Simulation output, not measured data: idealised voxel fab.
The process module presented herein is designated voxel transistor to metal.
Cross-section cut spans 245 nm and uses square cells 5 nm in size.
When this document writes out a cross-section, it uses a grid of square cells and lists it as bands, beginning at the top and moving down, with a band standing for one or more rows of cells.
First you get the band's top height and its bottom height, in nm, and then the materials it's made of, left to right, with each width in nm. If you see a single material with "full width", that one covers the band edge to edge. "air" is empty space.
All heights in this document are referenced to 0, defined as the level beneath which the wafer, as received, consists entirely of one material. The lowest band is not bounded below; it extends indefinitely downward and is written in the form "top 0, no bottom".
A two-number width, for instance "30 to 40", indicates that the width is equal to the first number in the top row of the band and to the second number in the bottom row, and that it changes by a constant amount per row of cells.
Step marked "no alteration"? Then no cell in the cross-section changed in it.
In "Closed-off voids" the enclosed voids are listed, meaning empty spaces of 8 cells or larger without any opening to the top. The form is width x height at distance, distance from the left edge, units nm.
Anything after a step's settings on that line? It's the simulator's own note about the step.
The optional step-line setting "overlay nm" applies to steps with a mask and quantifies how far to the right of its planned location the mask lay, a negative value indicating leftward placement.

[Planned step list for the process]
1 RECEIVE: material Si
2 OXIDIZE: depth nm 5
3 CONFORMAL_DEP: material SiN, thk nm 10
4 MASKED_ETCH: tone cover, mask id ACTIVE, width nm 95, pitch nm 115, etch materials SiN, depth nm 10, overlay nm 0
5 MASKED_ETCH: tone cover, mask id ACTIVE, width nm 95, pitch nm 115, etch materials SiO2, depth nm 5, overlay nm 0
6 MASKED_ETCH: tone cover, mask id ACTIVE, width nm 95, pitch nm 115, etch materials Si, depth nm 35, overlay nm 0
7 OXIDIZE: depth nm 5
8 FILL_DEP: material SiO2, thk nm 10
9 CMP: height nm 10
10 SELECTIVE_ETCH: etch materials SiO2, depth nm 10
11 STRIP: etch materials SiN
12 SELECTIVE_ETCH: etch materials SiO2, depth nm 5
13 OXIDIZE: depth nm 5
14 DIRECTIONAL_DEP: material polySi, thk nm 30
15 DIRECTIONAL_DEP: material SiCN, thk nm 15
16 MASKED_ETCH: tone cover, mask id GATE, width nm 25, pitch nm 115, etch materials SiCN, depth nm 25, overlay nm 0
17 MASKED_ETCH: tone cover, mask id GATE, width nm 25, pitch nm 115, etch materials polySi, depth nm 40, overlay nm 0
18 CONFORMAL_DEP: material SiN, thk nm 10
19 DIRECTIONAL_ETCH: etch materials SiN, depth nm 10
20 DIRECTIONAL_ETCH: etch materials SiO2, depth nm 5
21 DIRECTIONAL_ETCH: etch materials Si, depth nm 10
22 EPI: material SiGe, thk nm 10
23 FILL_DEP: material SiO2, thk nm 5
24 CMP: height nm 25
25 STRIP: etch materials polySi
26 SELECTIVE_ETCH: etch materials SiO2, depth nm 5
27 CONFORMAL_DEP: material HfO2, thk nm 5
28 CONFORMAL_DEP: material TiN, thk nm 5
29 FILL_DEP: material W, thk nm 10
30 CMP: height nm 20
31 DIRECTIONAL_DEP: material SiO2, thk nm 15
32 DIRECTIONAL_DEP: material aC, thk nm 10
33 PATTERN: tone open, mask id CONTACT, material resist, width nm 15, thk nm 30, overlay nm 0
34 DIRECTIONAL_ETCH: etch materials aC, depth nm 10
35 STRIP: etch materials resist
36 DIRECTIONAL_ETCH: etch materials SiO2, depth nm 45
37 STRIP: etch materials aC
38 CONFORMAL_DEP: material TiN, thk nm 5
39 FILL_DEP: material W, thk nm 5
40 CMP: height nm 35
41 CONFORMAL_DEP: material SiCN, thk nm 5
42 DIRECTIONAL_DEP: material lowk, thk nm 25
43 DIRECTIONAL_DEP: material aC, thk nm 15
44 PATTERN: tone open, mask id METAL_1, material resist, width nm 15, thk nm 35, overlay nm 0
45 DIRECTIONAL_ETCH: etch materials aC, depth nm 15
46 STRIP: etch materials resist
47 DIRECTIONAL_ETCH: etch materials lowk, depth nm 25
48 DIRECTIONAL_ETCH: etch materials SiCN, depth nm 5
49 STRIP: etch materials aC
50 CONFORMAL_DEP: material TiN, thk nm 5
51 FILL_DEP: material Cu, thk nm 10
52 CMP: height nm 65
53 CONFORMAL_DEP: material SiCN, thk nm 5
54 DIRECTIONAL_DEP: material SiO2, thk nm 25
55 DIRECTIONAL_DEP: material aC, thk nm 10
56 PATTERN: tone open, mask id METAL_2, material resist, width nm 15, pitch nm 115, thk nm 25, overlay nm 0
57 DIRECTIONAL_ETCH: etch materials aC, depth nm 10
58 STRIP: etch materials resist
59 DIRECTIONAL_ETCH: etch materials SiO2, depth nm 15
60 STRIP: etch materials aC
61 DIRECTIONAL_DEP: material aC, thk nm 15
62 PATTERN: tone open, mask id METAL_2_HOLES, material resist, width nm 15, pitch nm 115, thk nm 35, overlay nm 0
63 DIRECTIONAL_ETCH: etch materials aC, depth nm 15
64 STRIP: etch materials resist
65 DIRECTIONAL_ETCH: etch materials SiO2, depth nm 10
66 DIRECTIONAL_ETCH: etch materials SiCN, depth nm 5
67 STRIP: etch materials aC
68 CONFORMAL_DEP: material TiN, thk nm 5
69 FILL_DEP: material Cu, thk nm 10
70 CMP: height nm 95
71 CONFORMAL_DEP: material SiN, thk nm 5

[Of two wafers, the first: run according to plan]

[Wafer at receipt (post step 1), cross-section]
* top 0, no bottom: Si full width
* Closed-off voids: none

[So this is the wafer cross-section right after step 2]
* top 0, bottom -5: SiO2 full width
* For the remainder of the cross-section, below -5, there is no change.

[So this is the wafer cross-section right after step 3]
* top 10, bottom 0: SiN full width
* For the remainder of the cross-section, below 0, there is no change.

[So this is the wafer cross-section right after step 4]
* top 10, bottom 0: air=15; SiN=95; air=20; SiN=95; air=20
* For the remainder of the cross-section, below 0, there is no change.

[So this is the wafer cross-section right after step 5]
* top 10, bottom 0: air=15; SiN=95; air=20; SiN=95; air=20
* top 0, bottom -5: air=15; SiO2=95; air=20; SiO2=95; air=20
* For the remainder of the cross-section, below -5, there is no change.

[So this is the wafer cross-section right after step 6]
* top 10, bottom 0: air=15; SiN=95; air=20; SiN=95; air=20
* top 0, bottom -5: air=15; SiO2=95; air=20; SiO2=95; air=20
* top -5, bottom -40: air=15; Si=95; air=20; Si=95; air=20
* For the remainder of the cross-section, below -40, there is no change.

[So this is the wafer cross-section right after step 7]
* top 10, bottom 0: air=15; SiN=95; air=20; SiN=95; air=20
* top 0, bottom -5: air=15; SiO2=95; air=20; SiO2=95; air=20
* top -5, bottom -40: air=15; SiO2=5; Si=85; SiO2=5; air=20; SiO2=5; Si=85; SiO2=5; air=20
* top -40, bottom -45: SiO2=20; Si=85; SiO2=30; Si=85; SiO2=25
* For the remainder of the cross-section, below -45, there is no change.

[So this is the wafer cross-section right after step 8]
* top 20, bottom 10: SiO2 full width
* top 10, bottom 0: SiO2=15; SiN=95; SiO2=20; SiN=95; SiO2=20
* top 0, bottom -5: SiO2 full width
* top -5, bottom -45: SiO2=20; Si=85; SiO2=30; Si=85; SiO2=25
* For the remainder of the cross-section, below -45, there is no change.

[So this is the wafer cross-section right after step 9]
* top 10, bottom 0: SiO2=15; SiN=95; SiO2=20; SiN=95; SiO2=20
* For the remainder of the cross-section, below 0, there is no change.

[So this is the wafer cross-section right after step 10]
* top 10, bottom 0: air=15; SiN=95; air=20; SiN=95; air=20
* For the remainder of the cross-section, below 0, there is no change.

[So this is the wafer cross-section right after step 11]
* top 0, bottom -5: SiO2 full width
* For the remainder of the cross-section, below -5, there is no change.

[So this is the wafer cross-section right after step 12]
* top -5, bottom -45: SiO2=20; Si=85; SiO2=30; Si=85; SiO2=25
* For the remainder of the cross-section, below -45, there is no change.

[So this is the wafer cross-section right after step 13]
* top -5, bottom -10: SiO2 full width
* For the remainder of the cross-section, below -10, there is no change.

[So this is the wafer cross-section right after step 14]
* top 25, bottom -5: polySi full width
* For the remainder of the cross-section, below -5, there is no change.

[So this is the wafer cross-section right after step 15]
* top 40, bottom 25: SiCN full width
* For the remainder of the cross-section, below 25, there is no change.

[So this is the wafer cross-section right after step 16]
* top 40, bottom 25: air=50; SiCN=25; air=90; SiCN=25; air=55
* For the remainder of the cross-section, below 25, there is no change.

[So this is the wafer cross-section right after step 17]
* top 40, bottom 25: air=50; SiCN=25; air=90; SiCN=25; air=55
* top 25, bottom -5: air=50; polySi=25; air=90; polySi=25; air=55
* For the remainder of the cross-section, below -5, there is no change.

[So this is the wafer cross-section right after step 18]
* top 50, bottom 40: air=40; SiN=45; air=70; SiN=45; air=45
* top 40, bottom 25: air=40; SiN=10; SiCN=25; SiN=10; air=70; SiN=10; SiCN=25; SiN=10; air=45
* top 25, bottom 5: air=40; SiN=10; polySi=25; SiN=10; air=70; SiN=10; polySi=25; SiN=10; air=45
* top 5, bottom -5: SiN=50; polySi=25; SiN=90; polySi=25; SiN=55
* For the remainder of the cross-section, below -5, there is no change.

[So this is the wafer cross-section right after step 19]
* top 40, bottom 25: air=40; SiN=10; SiCN=25; SiN=10; air=70; SiN=10; SiCN=25; SiN=10; air=45
* top 25, bottom -5: air=40; SiN=10; polySi=25; SiN=10; air=70; SiN=10; polySi=25; SiN=10; air=45
* For the remainder of the cross-section, below -5, there is no change.

[So this is the wafer cross-section right after step 20]
* top 40, bottom 25: air=40; SiN=10; SiCN=25; SiN=10; air=70; SiN=10; SiCN=25; SiN=10; air=45
* top 25, bottom -5: air=40; SiN=10; polySi=25; SiN=10; air=70; SiN=10; polySi=25; SiN=10; air=45
* top -5, bottom -10: air=40; SiO2=45; air=70; SiO2=45; air=45
* For the remainder of the cross-section, below -10, there is no change.

[So this is the wafer cross-section right after step 21]
* top 40, bottom 25: air=40; SiN=10; SiCN=25; SiN=10; air=70; SiN=10; SiCN=25; SiN=10; air=45
* top 25, bottom -5: air=40; SiN=10; polySi=25; SiN=10; air=70; SiN=10; polySi=25; SiN=10; air=45
* top -5, bottom -10: air=40; SiO2=45; air=70; SiO2=45; air=45
* top -10, bottom -20: SiO2=20; air=20; Si=45; air=20; SiO2=30; air=20; Si=45; air=20; SiO2=25
* For the remainder of the cross-section, below -20, there is no change.

[So this is the wafer cross-section right after step 22]
* top 40, bottom 25: air=40; SiN=10; SiCN=25; SiN=10; air=70; SiN=10; SiCN=25; SiN=10; air=45
* top 25, bottom 0: air=40; SiN=10; polySi=25; SiN=10; air=70; SiN=10; polySi=25; SiN=10; air=45
* top 0, bottom -5: air=30; SiGe=10; SiN=10; polySi=25; SiN=10; SiGe=10; air=50; SiGe=10; SiN=10; polySi=25; SiN=10; SiGe=10; air=35
* top -5, bottom -10: air=30; SiGe=10; SiO2=45; SiGe=10; air=50; SiGe=10; SiO2=45; SiGe=10; air=35
* top -10, bottom -20: SiO2=20; SiGe=20; Si=45; SiGe=20; SiO2=30; SiGe=20; Si=45; SiGe=20; SiO2=25
* For the remainder of the cross-section, below -20, there is no change.

[So this is the wafer cross-section right after step 23]
* top 45, bottom 40: SiO2 full width
* top 40, bottom 25: SiO2=40; SiN=10; SiCN=25; SiN=10; SiO2=70; SiN=10; SiCN=25; SiN=10; SiO2=45
* top 25, bottom 0: SiO2=40; SiN=10; polySi=25; SiN=10; SiO2=70; SiN=10; polySi=25; SiN=10; SiO2=45
* top 0, bottom -5: SiO2=30; SiGe=10; SiN=10; polySi=25; SiN=10; SiGe=10; SiO2=50; SiGe=10; SiN=10; polySi=25; SiN=10; SiGe=10; SiO2=35
* top -5, bottom -10: SiO2=30; SiGe=10; SiO2=45; SiGe=10; SiO2=50; SiGe=10; SiO2=45; SiGe=10; SiO2=35
* For the remainder of the cross-section, below -10, there is no change.

[So this is the wafer cross-section right after step 24]
* top 25, bottom 0: SiO2=40; SiN=10; polySi=25; SiN=10; SiO2=70; SiN=10; polySi=25; SiN=10; SiO2=45
* For the remainder of the cross-section, below 0, there is no change.

[So this is the wafer cross-section right after step 25]
* top 25, bottom 0: SiO2=40; SiN=10; air=25; SiN=10; SiO2=70; SiN=10; air=25; SiN=10; SiO2=45
* top 0, bottom -5: SiO2=30; SiGe=10; SiN=10; air=25; SiN=10; SiGe=10; SiO2=50; SiGe=10; SiN=10; air=25; SiN=10; SiGe=10; SiO2=35
* For the remainder of the cross-section, below -5, there is no change.

[So this is the wafer cross-section right after step 26]
* top 25, bottom 20: air=40; SiN=10; air=25; SiN=10; air=70; SiN=10; air=25; SiN=10; air=45
* top 20, bottom 0: SiO2=40; SiN=10; air=25; SiN=10; SiO2=70; SiN=10; air=25; SiN=10; SiO2=45
* top 0, bottom -5: SiO2=30; SiGe=10; SiN=10; air=25; SiN=10; SiGe=10; SiO2=50; SiGe=10; SiN=10; air=25; SiN=10; SiGe=10; SiO2=35
* top -5, bottom -10: SiO2=30; SiGe=10; SiO2=5; air=35; SiO2=5; SiGe=10; SiO2=50; SiGe=10; SiO2=5; air=35; SiO2=5; SiGe=10; SiO2=35
* For the remainder of the cross-section, below -10, there is no change.

[So this is the wafer cross-section right after step 27]
* top 30, bottom 25: air=35; HfO2=20; air=15; HfO2=20; air=60; HfO2=20; air=15; HfO2=20; air=40
* top 25, bottom 20: HfO2=40; SiN=10; HfO2=5; air=15; HfO2=5; SiN=10; HfO2=70; SiN=10; HfO2=5; air=15; HfO2=5; SiN=10; HfO2=45
* top 20, bottom 0: SiO2=40; SiN=10; HfO2=5; air=15; HfO2=5; SiN=10; SiO2=70; SiN=10; HfO2=5; air=15; HfO2=5; SiN=10; SiO2=45
* top 0, bottom -5: SiO2=30; SiGe=10; SiN=10; HfO2=5; air=15; HfO2=5; SiN=10; SiGe=10; SiO2=50; SiGe=10; SiN=10; HfO2=5; air=15; HfO2=5; SiN=10; SiGe=10; SiO2=35
* top -5, bottom -10: SiO2=30; SiGe=10; SiO2=5; HfO2=35; SiO2=5; SiGe=10; SiO2=50; SiGe=10; SiO2=5; HfO2=35; SiO2=5; SiGe=10; SiO2=35
* For the remainder of the cross-section, below -10, there is no change.

[So this is the wafer cross-section right after step 28]
* top 35, bottom 30: air=30; TiN=30; air=5; TiN=30; air=50; TiN=30; air=5; TiN=30; air=35
* top 30, bottom 25: TiN=35; HfO2=20; TiN=5; air=5; TiN=5; HfO2=20; TiN=60; HfO2=20; TiN=5; air=5; TiN=5; HfO2=20; TiN=40
* top 25, bottom 20: HfO2=40; SiN=10; HfO2=5; TiN=5; air=5; TiN=5; HfO2=5; SiN=10; HfO2=70; SiN=10; HfO2=5; TiN=5; air=5; TiN=5; HfO2=5; SiN=10; HfO2=45
* top 20, bottom 0: SiO2=40; SiN=10; HfO2=5; TiN=5; air=5; TiN=5; HfO2=5; SiN=10; SiO2=70; SiN=10; HfO2=5; TiN=5; air=5; TiN=5; HfO2=5; SiN=10; SiO2=45
* top 0, bottom -5: SiO2=30; SiGe=10; SiN=10; HfO2=5; TiN=15; HfO2=5; SiN=10; SiGe=10; SiO2=50; SiGe=10; SiN=10; HfO2=5; TiN=15; HfO2=5; SiN=10; SiGe=10; SiO2=35
* For the remainder of the cross-section, below -5, there is no change.

[So this is the wafer cross-section right after step 29]
* top 45, bottom 35: W full width
* top 35, bottom 30: W=30; TiN=30; W=5; TiN=30; W=50; TiN=30; W=5; TiN=30; W=35
* top 30, bottom 25: TiN=35; HfO2=20; TiN=5; W=5; TiN=5; HfO2=20; TiN=60; HfO2=20; TiN=5; W=5; TiN=5; HfO2=20; TiN=40
* top 25, bottom 20: HfO2=40; SiN=10; HfO2=5; TiN=5; W=5; TiN=5; HfO2=5; SiN=10; HfO2=70; SiN=10; HfO2=5; TiN=5; W=5; TiN=5; HfO2=5; SiN=10; HfO2=45
* top 20, bottom 0: SiO2=40; SiN=10; HfO2=5; TiN=5; W=5; TiN=5; HfO2=5; SiN=10; SiO2=70; SiN=10; HfO2=5; TiN=5; W=5; TiN=5; HfO2=5; SiN=10; SiO2=45
* For the remainder of the cross-section, below 0, there is no change.

[So this is the wafer cross-section right after step 30]
* top 20, bottom 0: SiO2=40; SiN=10; HfO2=5; TiN=5; W=5; TiN=5; HfO2=5; SiN=10; SiO2=70; SiN=10; HfO2=5; TiN=5; W=5; TiN=5; HfO2=5; SiN=10; SiO2=45
* For the remainder of the cross-section, below 0, there is no change.

[So this is the wafer cross-section right after step 31]
* top 35, bottom 20: SiO2 full width
* For the remainder of the cross-section, below 20, there is no change.

[So this is the wafer cross-section right after step 32]
* top 45, bottom 35: aC full width
* For the remainder of the cross-section, below 35, there is no change.

[So this is the wafer cross-section right after step 33]
* top 75, bottom 45: resist=20; air=15; resist=55; air=15; resist=30; air=15; resist=55; air=15; resist=25
* For the remainder of the cross-section, below 45, there is no change.

[So this is the wafer cross-section right after step 34]
* top 65, bottom 45: resist=20; air=15; resist=55; air=15; resist=30; air=15; resist=55; air=15; resist=25
* top 45, bottom 35: aC=20; air=15; aC=55; air=15; aC=30; air=15; aC=55; air=15; aC=25
* For the remainder of the cross-section, below 35, there is no change.

[So this is the wafer cross-section right after step 35]
* top 45, bottom 35: aC=20; air=15; aC=55; air=15; aC=30; air=15; aC=55; air=15; aC=25
* For the remainder of the cross-section, below 35, there is no change.

[So this is the wafer cross-section right after step 36]
* top 45, bottom 35: aC=20; air=15; aC=55; air=15; aC=30; air=15; aC=55; air=15; aC=25
* top 35, bottom 20: SiO2=20; air=15; SiO2=55; air=15; SiO2=30; air=15; SiO2=55; air=15; SiO2=25
* top 20, bottom 0: SiO2=20; air=15; SiO2=5; SiN=10; HfO2=5; TiN=5; W=5; TiN=5; HfO2=5; SiN=10; SiO2=5; air=15; SiO2=30; air=15; SiO2=5; SiN=10; HfO2=5; TiN=5; W=5; TiN=5; HfO2=5; SiN=10; SiO2=5; air=15; SiO2=25
* top 0, bottom -5: SiO2=20; air=10; SiGe=10; SiN=10; HfO2=5; TiN=15; HfO2=5; SiN=10; SiGe=10; air=10; SiO2=30; air=10; SiGe=10; SiN=10; HfO2=5; TiN=15; HfO2=5; SiN=10; SiGe=10; air=10; SiO2=25
* top -5, bottom -10: SiO2=20; air=10; SiGe=10; SiO2=5; HfO2=35; SiO2=5; SiGe=10; air=10; SiO2=30; air=10; SiGe=10; SiO2=5; HfO2=35; SiO2=5; SiGe=10; air=10; SiO2=25
* For the remainder of the cross-section, below -10, there is no change.

[So this is the wafer cross-section right after step 37]
* top 35, bottom 20: SiO2=20; air=15; SiO2=55; air=15; SiO2=30; air=15; SiO2=55; air=15; SiO2=25
* For the remainder of the cross-section, below 20, there is no change.

[So this is the wafer cross-section right after step 38]
* top 40, bottom 35: TiN=25; air=5; TiN=65; air=5; TiN=40; air=5; TiN=65; air=5; TiN=30
* top 35, bottom 20: SiO2=20; TiN=5; air=5; TiN=5; SiO2=55; TiN=5; air=5; TiN=5; SiO2=30; TiN=5; air=5; TiN=5; SiO2=55; TiN=5; air=5; TiN=5; SiO2=25
* top 20, bottom 5: SiO2=20; TiN=5; air=5; TiN=5; SiO2=5; SiN=10; HfO2=5; TiN=5; W=5; TiN=5; HfO2=5; SiN=10; SiO2=5; TiN=5; air=5; TiN=5; SiO2=30; TiN=5; air=5; TiN=5; SiO2=5; SiN=10; HfO2=5; TiN=5; W=5; TiN=5; HfO2=5; SiN=10; SiO2=5; TiN=5; air=5; TiN=5; SiO2=25
* top 5, bottom 0: SiO2=20; TiN=15; SiO2=5; SiN=10; HfO2=5; TiN=5; W=5; TiN=5; HfO2=5; SiN=10; SiO2=5; TiN=15; SiO2=30; TiN=15; SiO2=5; SiN=10; HfO2=5; TiN=5; W=5; TiN=5; HfO2=5; SiN=10; SiO2=5; TiN=15; SiO2=25
* top 0, bottom -5: SiO2=20; TiN=10; SiGe=10; SiN=10; HfO2=5; TiN=15; HfO2=5; SiN=10; SiGe=10; TiN=10; SiO2=30; TiN=10; SiGe=10; SiN=10; HfO2=5; TiN=15; HfO2=5; SiN=10; SiGe=10; TiN=10; SiO2=25
* top -5, bottom -10: SiO2=20; TiN=10; SiGe=10; SiO2=5; HfO2=35; SiO2=5; SiGe=10; TiN=10; SiO2=30; TiN=10; SiGe=10; SiO2=5; HfO2=35; SiO2=5; SiGe=10; TiN=10; SiO2=25
* For the remainder of the cross-section, below -10, there is no change.

[So this is the wafer cross-section right after step 39]
* top 45, bottom 40: W full width
* top 40, bottom 35: TiN=25; W=5; TiN=65; W=5; TiN=40; W=5; TiN=65; W=5; TiN=30
* top 35, bottom 20: SiO2=20; TiN=5; W=5; TiN=5; SiO2=55; TiN=5; W=5; TiN=5; SiO2=30; TiN=5; W=5; TiN=5; SiO2=55; TiN=5; W=5; TiN=5; SiO2=25
* top 20, bottom 5: SiO2=20; TiN=5; W=5; TiN=5; SiO2=5; SiN=10; HfO2=5; TiN=5; W=5; TiN=5; HfO2=5; SiN=10; SiO2=5; TiN=5; W=5; TiN=5; SiO2=30; TiN=5; W=5; TiN=5; SiO2=5; SiN=10; HfO2=5; TiN=5; W=5; TiN=5; HfO2=5; SiN=10; SiO2=5; TiN=5; W=5; TiN=5; SiO2=25
* For the remainder of the cross-section, below 5, there is no change.

[So this is the wafer cross-section right after step 40]
* top 35, bottom 20: SiO2=20; TiN=5; W=5; TiN=5; SiO2=55; TiN=5; W=5; TiN=5; SiO2=30; TiN=5; W=5; TiN=5; SiO2=55; TiN=5; W=5; TiN=5; SiO2=25
* For the remainder of the cross-section, below 20, there is no change.

[So this is the wafer cross-section right after step 41]
* top 40, bottom 35: SiCN full width
* For the remainder of the cross-section, below 35, there is no change.

[So this is the wafer cross-section right after step 42]
* top 65, bottom 40: lowk full width
* For the remainder of the cross-section, below 40, there is no change.

[So this is the wafer cross-section right after step 43]
* top 80, bottom 65: aC full width
* For the remainder of the cross-section, below 65, there is no change.

[So this is the wafer cross-section right after step 44]
* top 115, bottom 80: resist=20; air=15; resist=55; air=15; resist=30; air=15; resist=55; air=15; resist=25
* For the remainder of the cross-section, below 80, there is no change.

[So this is the wafer cross-section right after step 45]
* top 100, bottom 80: resist=20; air=15; resist=55; air=15; resist=30; air=15; resist=55; air=15; resist=25
* top 80, bottom 65: aC=20; air=15; aC=55; air=15; aC=30; air=15; aC=55; air=15; aC=25
* For the remainder of the cross-section, below 65, there is no change.

[So this is the wafer cross-section right after step 46]
* top 80, bottom 65: aC=20; air=15; aC=55; air=15; aC=30; air=15; aC=55; air=15; aC=25
* For the remainder of the cross-section, below 65, there is no change.

[So this is the wafer cross-section right after step 47]
* top 80, bottom 65: aC=20; air=15; aC=55; air=15; aC=30; air=15; aC=55; air=15; aC=25
* top 65, bottom 40: lowk=20; air=15; lowk=55; air=15; lowk=30; air=15; lowk=55; air=15; lowk=25
* For the remainder of the cross-section, below 40, there is no change.

[So this is the wafer cross-section right after step 48]
* top 80, bottom 65: aC=20; air=15; aC=55; air=15; aC=30; air=15; aC=55; air=15; aC=25
* top 65, bottom 40: lowk=20; air=15; lowk=55; air=15; lowk=30; air=15; lowk=55; air=15; lowk=25
* top 40, bottom 35: SiCN=20; air=15; SiCN=55; air=15; SiCN=30; air=15; SiCN=55; air=15; SiCN=25
* For the remainder of the cross-section, below 35, there is no change.

[So this is the wafer cross-section right after step 49]
* top 65, bottom 40: lowk=20; air=15; lowk=55; air=15; lowk=30; air=15; lowk=55; air=15; lowk=25
* For the remainder of the cross-section, below 40, there is no change.

[So this is the wafer cross-section right after step 50]
* top 70, bottom 65: TiN=25; air=5; TiN=65; air=5; TiN=40; air=5; TiN=65; air=5; TiN=30
* top 65, bottom 40: lowk=20; TiN=5; air=5; TiN=5; lowk=55; TiN=5; air=5; TiN=5; lowk=30; TiN=5; air=5; TiN=5; lowk=55; TiN=5; air=5; TiN=5; lowk=25
* top 40, bottom 35: SiCN=20; TiN=15; SiCN=55; TiN=15; SiCN=30; TiN=15; SiCN=55; TiN=15; SiCN=25
* For the remainder of the cross-section, below 35, there is no change.

[So this is the wafer cross-section right after step 51]
* top 80, bottom 70: Cu full width
* top 70, bottom 65: TiN=25; Cu=5; TiN=65; Cu=5; TiN=40; Cu=5; TiN=65; Cu=5; TiN=30
* top 65, bottom 40: lowk=20; TiN=5; Cu=5; TiN=5; lowk=55; TiN=5; Cu=5; TiN=5; lowk=30; TiN=5; Cu=5; TiN=5; lowk=55; TiN=5; Cu=5; TiN=5; lowk=25
* For the remainder of the cross-section, below 40, there is no change.

[So this is the wafer cross-section right after step 52]
* top 65, bottom 40: lowk=20; TiN=5; Cu=5; TiN=5; lowk=55; TiN=5; Cu=5; TiN=5; lowk=30; TiN=5; Cu=5; TiN=5; lowk=55; TiN=5; Cu=5; TiN=5; lowk=25
* For the remainder of the cross-section, below 40, there is no change.

[So this is the wafer cross-section right after step 53]
* top 70, bottom 65: SiCN full width
* For the remainder of the cross-section, below 65, there is no change.

[So this is the wafer cross-section right after step 54]
* top 95, bottom 70: SiO2 full width
* For the remainder of the cross-section, below 70, there is no change.

[So this is the wafer cross-section right after step 55]
* top 105, bottom 95: aC full width
* For the remainder of the cross-section, below 95, there is no change.

[So this is the wafer cross-section right after step 56]
* top 130, bottom 105: resist=20; air=15; resist=100; air=15; resist=95
* For the remainder of the cross-section, below 105, there is no change.

[So this is the wafer cross-section right after step 57]
* top 120, bottom 105: resist=20; air=15; resist=100; air=15; resist=95
* top 105, bottom 95: aC=20; air=15; aC=100; air=15; aC=95
* For the remainder of the cross-section, below 95, there is no change.

[So this is the wafer cross-section right after step 58]
* top 105, bottom 95: aC=20; air=15; aC=100; air=15; aC=95
* For the remainder of the cross-section, below 95, there is no change.

[So this is the wafer cross-section right after step 59]
* top 105, bottom 95: aC=20; air=15; aC=100; air=15; aC=95
* top 95, bottom 80: SiO2=20; air=15; SiO2=100; air=15; SiO2=95
* For the remainder of the cross-section, below 80, there is no change.

[So this is the wafer cross-section right after step 60]
* top 95, bottom 80: SiO2=20; air=15; SiO2=100; air=15; SiO2=95
* For the remainder of the cross-section, below 80, there is no change.

[So this is the wafer cross-section right after step 61]
* top 110, bottom 95: aC=20; air=15; aC=100; air=15; aC=95
* top 95, bottom 80: SiO2=20; aC=15; SiO2=100; aC=15; SiO2=95
* For the remainder of the cross-section, below 80, there is no change.

[So this is the wafer cross-section right after step 62]
* top 145, bottom 110: resist=20; air=15; resist=100; air=15; resist=95
* For the remainder of the cross-section, below 110, there is no change.

[So this is the wafer cross-section right after step 63]
* top 130, bottom 110: resist=20; air=15; resist=100; air=15; resist=95
* top 110, bottom 95: aC=20; air=15; aC=100; air=15; aC=95
* top 95, bottom 80: SiO2=20; air=15; SiO2=100; air=15; SiO2=95
* For the remainder of the cross-section, below 80, there is no change.

[So this is the wafer cross-section right after step 64]
* top 110, bottom 95: aC=20; air=15; aC=100; air=15; aC=95
* For the remainder of the cross-section, below 95, there is no change.

[So this is the wafer cross-section right after step 65]
* top 110, bottom 95: aC=20; air=15; aC=100; air=15; aC=95
* top 95, bottom 70: SiO2=20; air=15; SiO2=100; air=15; SiO2=95
* For the remainder of the cross-section, below 70, there is no change.

[So this is the wafer cross-section right after step 66]
* top 110, bottom 95: aC=20; air=15; aC=100; air=15; aC=95
* top 95, bottom 70: SiO2=20; air=15; SiO2=100; air=15; SiO2=95
* top 70, bottom 65: SiCN=20; air=15; SiCN=100; air=15; SiCN=95
* For the remainder of the cross-section, below 65, there is no change.

[So this is the wafer cross-section right after step 67]
* top 95, bottom 70: SiO2=20; air=15; SiO2=100; air=15; SiO2=95
* For the remainder of the cross-section, below 70, there is no change.

[So this is the wafer cross-section right after step 68]
* top 100, bottom 95: TiN=25; air=5; TiN=110; air=5; TiN=100
* top 95, bottom 70: SiO2=20; TiN=5; air=5; TiN=5; SiO2=100; TiN=5; air=5; TiN=5; SiO2=95
* top 70, bottom 65: SiCN=20; TiN=15; SiCN=100; TiN=15; SiCN=95
* For the remainder of the cross-section, below 65, there is no change.

[So this is the wafer cross-section right after step 69]
* top 110, bottom 100: Cu full width
* top 100, bottom 95: TiN=25; Cu=5; TiN=110; Cu=5; TiN=100
* top 95, bottom 70: SiO2=20; TiN=5; Cu=5; TiN=5; SiO2=100; TiN=5; Cu=5; TiN=5; SiO2=95
* For the remainder of the cross-section, below 70, there is no change.

[So this is the wafer cross-section right after step 70]
* top 95, bottom 70: SiO2=20; TiN=5; Cu=5; TiN=5; SiO2=100; TiN=5; Cu=5; TiN=5; SiO2=95
* For the remainder of the cross-section, below 70, there is no change.

[So this is the wafer cross-section right after step 71]
* top 100, bottom 95: SiN full width
* For the remainder of the cross-section, below 95, there is no change.

[Second wafer, same starting state and plan as the first, one mistake in the run, identical through step 68]

[Here is the second wafer in cross-section at the point where step 69 of the plan should have been done]
* top 110, bottom 100: lowk full width
* top 100, bottom 95: TiN=25; lowk=5; TiN=110; lowk=5; TiN=100
* top 95, bottom 70: SiO2=20; TiN=5; lowk=5; TiN=5; SiO2=100; TiN=5; lowk=5; TiN=5; SiO2=95
* For the remainder of the cross-section, below 70, there is no change.

[Here is the second wafer in cross-section at the point where step 70 of the plan should have been done]
* top 95, bottom 70: SiO2=20; TiN=5; lowk=5; TiN=5; SiO2=100; TiN=5; lowk=5; TiN=5; SiO2=95
* For the remainder of the cross-section, below 70, there is no change.

[Here is the second wafer in cross-section at the point where step 71 of the plan should have been done]
* top 100, bottom 95: SiN full width
* For the remainder of the cross-section, below 95, there is no change.
It is concluded that the wafer was processed incorrectly with respect to the plan, in that step 69 changed vs plan, executed as FILL_DEP: material lowk, thk nm 10
Heads up, by the end the second wafer has more or fewer cells of some materials compared to the first: Cu: 10 fewer, lowk: 10 more
